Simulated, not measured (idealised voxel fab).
process module | voxel ribs on slabs
cross-section cut | 285 nm wide | cells 5 nm
A cross-section is a grid of square cells, given in bands from the top down. A band is one or more rows of cells.
Each band's line starts with the height of the band's top and of its bottom, in nm. Then come its materials from left to right, each with its width in nm. One material with "throughout" fills the band from edge to edge. "air" is empty space.
Height 0 is the level under which the wafer as received is all one material. The lowest band goes on downwards, as in "0 down".
A width such as "30 to 40" changes by the same amount from each row of cells to the next, from the band's top row to its bottom row.
"no change" after a step means that no cell of the cross-section changed.
closed voids: empty space of 8 cells or more with no open way to the top, each as width x height at its distance from the left edge, in nm
after a step's settings: what the simulator itself notes on the step
overlay nm, on a step with a mask: how far to the right of its planned place the mask lay; to the left if negative
plan
1 op RECEIVE | material Si
2 op DIRECTIONAL_DEP | material SiO2 | thk nm 30
3 op DIRECTIONAL_DEP | material SiN | thk nm 15
4 op PATTERN | tone cover | mask id RIB | material resist | width nm 25 | thk nm 20 | overlay nm 0
5 op DIRECTIONAL_ETCH | etch materials SiN | depth nm 5
6 op STRIP | etch materials resist
7 op MASKED_ETCH | tone cover | mask id SLAB | width nm 55 | etch materials SiN | depth nm 10 | overlay nm 0
8 op FILL_DEP | material SiO2 | thk nm 20
9 op CMP | height nm 55
10 op DIRECTIONAL_DEP | material W | thk nm 10
11 op MASKED_ETCH | tone cover | mask id HEATER | width nm 35 | etch materials W | depth nm 10 | overlay nm 0
12 op CONFORMAL_DEP | material SiO2 | thk nm 5
as received, after step 1
  0 down: Si throughout
  closed voids: none
first wafer at the end, as planned
  70 to 65: air 120 | SiO2 45 | air 120
  65 to 60: air 120 | SiO2 5 | W 35 | SiO2 5 | air 120
  60 to 55: SiO2 125 | W 35 | SiO2 125
  55 to 45: SiO2 throughout
  45 to 40: SiO2 130 | SiN 25 | SiO2 130
  40 to 30: SiO2 115 | SiN 55 | SiO2 115
  30 to 0: SiO2 throughout
  0 down: Si throughout
  closed voids: none
second wafer at the end: like start, like plan, one mistake
  70 to 65: air 120 | SiO2 45 | air 120
  65 to 60: air 120 | SiO2 5 | W 35 | SiO2 5 | air 120
  60 to 55: SiO2 125 | W 35 | SiO2 125
  55 to 40: SiO2 throughout
  40 to 30: SiO2 115 | SiN 15 | SiO2 25 | SiN 15 | SiO2 115
  30 to 0: SiO2 throughout
  0 down: Si throughout
  closed voids: none
what went wrong: steps 3 and 4 were swapped
at the end the second wafer has, in cells: 15 fewer of SiN | 15 more of SiO2
